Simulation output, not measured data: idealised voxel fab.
The following process module bears the name voxel trench capacitor.
Square cell edge 5 nm, section width 280 nm, ID cut.
In this document a cross-section is written as a grid of square cells. It is given as a series of bands, listed from the top down, and a band is one or more rows of cells. In this notation a band is specified by the heights of its top and bottom, in that order and in nm, after which its materials appear from left to right, each paired with its width in nm. The word "everywhere" attached to a single material means that material fills the band from edge to edge; the word "blank" stands for empty space. All heights in this document are referenced to 0, defined as the level beneath which the wafer, as received, consists entirely of one material. The lowest band is not bounded below; it extends indefinitely downward and is written in the form "z 0 and below". Think of "30->40" as a width that walks from the first number to the second as you go down the band, top row to bottom row, taking equal-sized steps from row to row. "changes: none" (step): cross-section cells unchanged, all of them. The label "Catalogued sealed voids" introduces a list of the empty spaces, 8 cells or larger, that have no open way up to the top; each entry in it reads width x height at distance, where the distance is taken from the left edge and all three are stated in nm. What comes after the settings on a step's line is commentary from the simulator itself on that step. overlay nm: on a step with a mask, how far right of its planned place the mask lay; negative means left.

Intended process steps:
step 1: RECEIVE: material Si
step 2: CONFORMAL_DEP: material SiN, thk nm 10
step 3: MASKED_ETCH: tone open, mask id TRENCH, width nm 20, pitch nm 40, etch materials SiN, depth nm 10, overlay nm -15
step 4: MASKED_ETCH: tone open, mask id TRENCH, width nm 20, pitch nm 40, etch materials Si, depth nm 40, overlay nm 0
step 5: CONFORMAL_DEP: material SiO2, thk nm 5
step 6: FILL_DEP: material polySi, thk nm 10
step 7: CMP: height nm 10
The plan's step 3 overlay nm is the first wafer's value; the wafers differ in this setting and start identical.

The first of several wafers as received, shown in cross-section; this is its state after step 1:
	z 0 and below = Si everywhere
	Catalogued sealed voids: none

Cross-section, first of several wafers, end of module, after last step 7:
	z 10 to 5 = SiN (75), then SiO2 (5), then polySi (10), then SiO2 (5), then SiN (20), then SiO2 (5), then polySi (10), then SiO2 (5), then SiN (20), then SiO2 (5), then polySi (10), then SiO2 (5), then SiN (105)
	z 5 to 0 = SiN (75), then SiO2 (20), then SiN (20), then SiO2 (20), then SiN (20), then SiO2 (20), then SiN (105)
	z 0 to -40 = Si (90), then SiO2 (5), then Si (35), then SiO2 (5), then Si (35), then SiO2 (5), then Si (105)
	z -40 and below = Si everywhere
	Catalogued sealed voids: none

End of module: cross-section, last of several wafers:
	z 10 to 5 = SiN (105), then SiO2 (5), then polySi (10), then SiO2 (5), then SiN (20), then SiO2 (5), then polySi (10), then SiO2 (5), then SiN (20), then SiO2 (5), then polySi (10), then SiO2 (5), then SiN (75)
	z 5 to 0 = SiN (105), then SiO2 (20), then SiN (20), then SiO2 (20), then SiN (20), then SiO2 (20), then SiN (75)
	z 0 to -40 = Si (105), then SiO2 (5), then Si (35), then SiO2 (5), then Si (35), then SiO2 (5), then Si (90)
	z -40 and below = Si everywhere
	Catalogued sealed voids: none

Per wafer (row), end of module: delta in cells per material since receipt, (+) for gained, (-) for lost; closed voids after that:
overlay nm -15; -24 Si; +88 SiN; +42 SiO2; +6 polySi; Catalogued sealed voids: none
overlay nm -10; -48 Si; +88 SiN; +66 SiO2; +6 polySi; Catalogued sealed voids: none
overlay nm -5; -72 Si; +88 SiN; +66 SiO2; +30 polySi; Catalogued sealed voids: none
overlay nm 0; -96 Si; +88 SiN; +66 SiO2; +54 polySi; Catalogued sealed voids: none
overlay nm 5; -72 Si; +88 SiN; +66 SiO2; +30 polySi; Catalogued sealed voids: none
overlay nm 10; -48 Si; +88 SiN; +66 SiO2; +6 polySi; Catalogued sealed voids: none
overlay nm 15; -24 Si; +88 SiN; +42 SiO2; +6 polySi; Catalogued sealed voids: none
